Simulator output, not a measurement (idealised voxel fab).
The process module presented herein is designated voxel ribs on slabs.
The width of the displayed cross-section, cut, is 295 nm; its cells are square, with a size of 5 nm.
Reading order for cross-sections: top band down to bottom band. Underlying form: a grid of square cells. Band size: one or more rows of cells.
Band: top height; bottom height; in nm. Then, left to right: material with width in nm, for each material. "throughout": a single material spanning edge to edge. "air": empty space.
Basically, 0 is our baseline, since under it the wafer straight out of the box is all one material. The bottom band has no lower end and keeps on going down, so it looks like "from 0 down".
When a width is written as two numbers, as in "30..40", the first number is the width in the top row of cells of the band and the second is the width in its bottom row, and the width changes by the same amount from each row to the next.
"no change occurred" for a step: no cell of the cross-section changed in that step.
Basically, "Cavities, sealed" tells you about the enclosed voids: empty spaces with no open way to the top, 8 cells or bigger, each written width x height at distance, where distance is from the left edge, all in nm.
after a step's settings: what the simulator itself notes on the step
"overlay nm", when on a step's line for a step with a mask, measures how far to the right of its planned place the mask lay; a negative measure means to the left.

### Steps planned for the process
1: RECEIVE (material Si)
2: DIRECTIONAL_DEP (material SiO2; thk nm 20)
3: DIRECTIONAL_DEP (material polySi; thk nm 25)
4: DIRECTIONAL_DEP (material aC; thk nm 10)
5: PATTERN (tone cover; mask id RIB; material resist; width nm 15; thk nm 30; overlay nm 0)
6: DIRECTIONAL_ETCH (etch materials aC; depth nm 10)
7: STRIP (etch materials resist)
8: DIRECTIONAL_ETCH (etch materials polySi; depth nm 15)
9: STRIP (etch materials aC)
10: DIRECTIONAL_DEP (material aC; thk nm 15)
11: PATTERN (tone cover; mask id SLAB; material resist; width nm 55; thk nm 35; overlay nm 0)
12: DIRECTIONAL_ETCH (etch materials aC; depth nm 15)
13: STRIP (etch materials resist)
14: DIRECTIONAL_ETCH (etch materials polySi; depth nm 10)
15: STRIP (etch materials aC)
16: FILL_DEP (material SiO2; thk nm 15)
17: CMP (height nm 55)
18: DIRECTIONAL_DEP (material TiN; thk nm 10)
19: PATTERN (tone cover; mask id HEATER; material resist; width nm 25; thk nm 20; overlay nm 0)
20: DIRECTIONAL_ETCH (etch materials TiN; depth nm 10)
21: STRIP (etch materials resist)
22: CONFORMAL_DEP (material SiO2; thk nm 5)

### The first of two wafers, run as planned

### Wafer as received: cross-section following step 1
* from 0 down | Si throughout
* Cavities, sealed: none

### The wafer, seen in cross-section, after step 2
* from 20 to 0 | SiO2 throughout
* Nothing below the height 0 has changed.

### The wafer, seen in cross-section, after step 3
* from 45 to 20 | polySi throughout
* Nothing below the height 20 has changed.

### The wafer, seen in cross-section, after step 4
* from 55 to 45 | aC throughout
* Nothing below the height 45 has changed.

### The wafer, seen in cross-section, after step 5
* from 85 to 55 | 140 of air / 15 of resist / 140 of air
* Nothing below the height 55 has changed.

### The wafer, seen in cross-section, after step 6
* from 75 to 55 | 140 of air / 15 of resist / 140 of air
* from 55 to 45 | 140 of air / 15 of aC / 140 of air
* Nothing below the height 45 has changed.

### The wafer, seen in cross-section, after step 7
* from 55 to 45 | 140 of air / 15 of aC / 140 of air
* Nothing below the height 45 has changed.

### The wafer, seen in cross-section, after step 8
* from 55 to 45 | 140 of air / 15 of aC / 140 of air
* from 45 to 30 | 140 of air / 15 of polySi / 140 of air
* Nothing below the height 30 has changed.

### The wafer, seen in cross-section, after step 9
* from 45 to 30 | 140 of air / 15 of polySi / 140 of air
* Nothing below the height 30 has changed.

### The wafer, seen in cross-section, after step 10
* from 60 to 45 | 140 of air / 15 of aC / 140 of air
* from 45 to 30 | 140 of aC / 15 of polySi / 140 of aC
* Nothing below the height 30 has changed.

### The wafer, seen in cross-section, after step 11
* from 95 to 60 | 120 of air / 55 of resist / 120 of air
* from 60 to 45 | 120 of air / 20 of resist / 15 of aC / 20 of resist / 120 of air
* Nothing below the height 45 has changed.

### The wafer, seen in cross-section, after step 12
* from 80 to 60 | 120 of air / 55 of resist / 120 of air
* from 60 to 45 | 120 of air / 20 of resist / 15 of aC / 20 of resist / 120 of air
* from 45 to 30 | 120 of air / 20 of aC / 15 of polySi / 20 of aC / 120 of air
* Nothing below the height 30 has changed.

### The wafer, seen in cross-section, after step 13
* from 60 to 45 | 140 of air / 15 of aC / 140 of air
* Nothing below the height 45 has changed.

### The wafer, seen in cross-section, after step 14
* from 60 to 45 | 140 of air / 15 of aC / 140 of air
* from 45 to 30 | 120 of air / 20 of aC / 15 of polySi / 20 of aC / 120 of air
* from 30 to 20 | 120 of air / 55 of polySi / 120 of air
* Nothing below the height 20 has changed.

### The wafer, seen in cross-section, after step 15
* from 45 to 30 | 140 of air / 15 of polySi / 140 of air
* Nothing below the height 30 has changed.

### The wafer, seen in cross-section, after step 16
* from 60 to 45 | SiO2 throughout
* from 45 to 30 | 140 of SiO2 / 15 of polySi / 140 of SiO2
* from 30 to 20 | 120 of SiO2 / 55 of polySi / 120 of SiO2
* Nothing below the height 20 has changed.

### The wafer, seen in cross-section, after step 17
* from 55 to 45 | SiO2 throughout
* Nothing below the height 45 has changed.

### The wafer, seen in cross-section, after step 18
* from 65 to 55 | TiN throughout
* Nothing below the height 55 has changed.

### The wafer, seen in cross-section, after step 19
* from 85 to 65 | 135 of air / 25 of resist / 135 of air
* Nothing below the height 65 has changed.

### The wafer, seen in cross-section, after step 20
* from 85 to 65 | 135 of air / 25 of resist / 135 of air
* from 65 to 55 | 135 of air / 25 of TiN / 135 of air
* Nothing below the height 55 has changed.

### The wafer, seen in cross-section, after step 21
* from 65 to 55 | 135 of air / 25 of TiN / 135 of air
* Nothing below the height 55 has changed.

### The wafer, seen in cross-section, after step 22
* from 70 to 65 | 130 of air / 35 of SiO2 / 130 of air
* from 65 to 60 | 130 of air / 5 of SiO2 / 25 of TiN / 5 of SiO2 / 130 of air
* from 60 to 55 | 135 of SiO2 / 25 of TiN / 135 of SiO2
* Nothing below the height 55 has changed.

### Wafer two. Same start, same plan, one slip in execution. Same as wafer one through step 1, inclusive

### Second wafer cross-section, taken as of the time the plan sets for step 2 to be done
* from 25 to 0 | polySi throughout
* Nothing below the height 0 has changed.

### Second wafer cross-section, taken as of the time the plan sets for step 3 to be done
* from 45 to 25 | SiO2 throughout
* Nothing below the height 25 has changed.

### Second wafer cross-section, taken as of the time the plan sets for step 4 to be done
* from 55 to 45 | aC throughout
* Nothing below the height 45 has changed.

### Second wafer cross-section, taken as of the time the plan sets for step 5 to be done
* from 85 to 55 | 140 of air / 15 of resist / 140 of air
* Nothing below the height 55 has changed.

### Second wafer cross-section, taken as of the time the plan sets for step 6 to be done
* from 75 to 55 | 140 of air / 15 of resist / 140 of air
* from 55 to 45 | 140 of air / 15 of aC / 140 of air
* Nothing below the height 45 has changed.

### Second wafer cross-section, taken as of the time the plan sets for step 7 to be done
* from 55 to 45 | 140 of air / 15 of aC / 140 of air
* Nothing below the height 45 has changed.

Second wafer cross-section, taken as of the time the plan sets for step 8 to be done: no change occurred

### Second wafer cross-section, taken as of the time the plan sets for step 9 to be done
* from 45 to 25 | SiO2 throughout
* Nothing below the height 25 has changed.

### Second wafer cross-section, taken as of the time the plan sets for step 10 to be done
* from 60 to 45 | aC throughout
* Nothing below the height 45 has changed.

### Second wafer cross-section, taken as of the time the plan sets for step 11 to be done
* from 95 to 60 | 120 of air / 55 of resist / 120 of air
* Nothing below the height 60 has changed.

### Second wafer cross-section, taken as of the time the plan sets for step 12 to be done
* from 80 to 60 | 120 of air / 55 of resist / 120 of air
* from 60 to 45 | 120 of air / 55 of aC / 120 of air
* Nothing below the height 45 has changed.

### Second wafer cross-section, taken as of the time the plan sets for step 13 to be done
* from 60 to 45 | 120 of air / 55 of aC / 120 of air
* Nothing below the height 45 has changed.

Second wafer cross-section, taken as of the time the plan sets for step 14 to be done: no change occurred

### Second wafer cross-section, taken as of the time the plan sets for step 15 to be done
* from 45 to 25 | SiO2 throughout
* Nothing below the height 25 has changed.

### Second wafer cross-section, taken as of the time the plan sets for step 16 to be done
* from 60 to 25 | SiO2 throughout
* Nothing below the height 25 has changed.

### Second wafer cross-section, taken as of the time the plan sets for step 17 to be done
* from 55 to 25 | SiO2 throughout
* Nothing below the height 25 has changed.

### Second wafer cross-section, taken as of the time the plan sets for step 18 to be done
* from 65 to 55 | TiN throughout
* Nothing below the height 55 has changed.

### Second wafer cross-section, taken as of the time the plan sets for step 19 to be done
* from 85 to 65 | 135 of air / 25 of resist / 135 of air
* Nothing below the height 65 has changed.

### Second wafer cross-section, taken as of the time the plan sets for step 20 to be done
* from 85 to 65 | 135 of air / 25 of resist / 135 of air
* from 65 to 55 | 135 of air / 25 of TiN / 135 of air
* Nothing below the height 55 has changed.

### Second wafer cross-section, taken as of the time the plan sets for step 21 to be done
* from 65 to 55 | 135 of air / 25 of TiN / 135 of air
* Nothing below the height 55 has changed.

### Second wafer cross-section, taken as of the time the plan sets for step 22 to be done
* from 70 to 65 | 130 of air / 35 of SiO2 / 130 of air
* from 65 to 60 | 130 of air / 5 of SiO2 / 25 of TiN / 5 of SiO2 / 130 of air
* from 60 to 55 | 135 of SiO2 / 25 of TiN / 135 of SiO2
* Nothing below the height 55 has changed.
Nonconformance to the process plan: steps 2 and 3 of the plan were each performed in the slot designated for the other
Looking at both finished wafers in cells, the second ends up ahead of or behind the first on some materials: SiO2: 264 fewer | polySi: 264 more
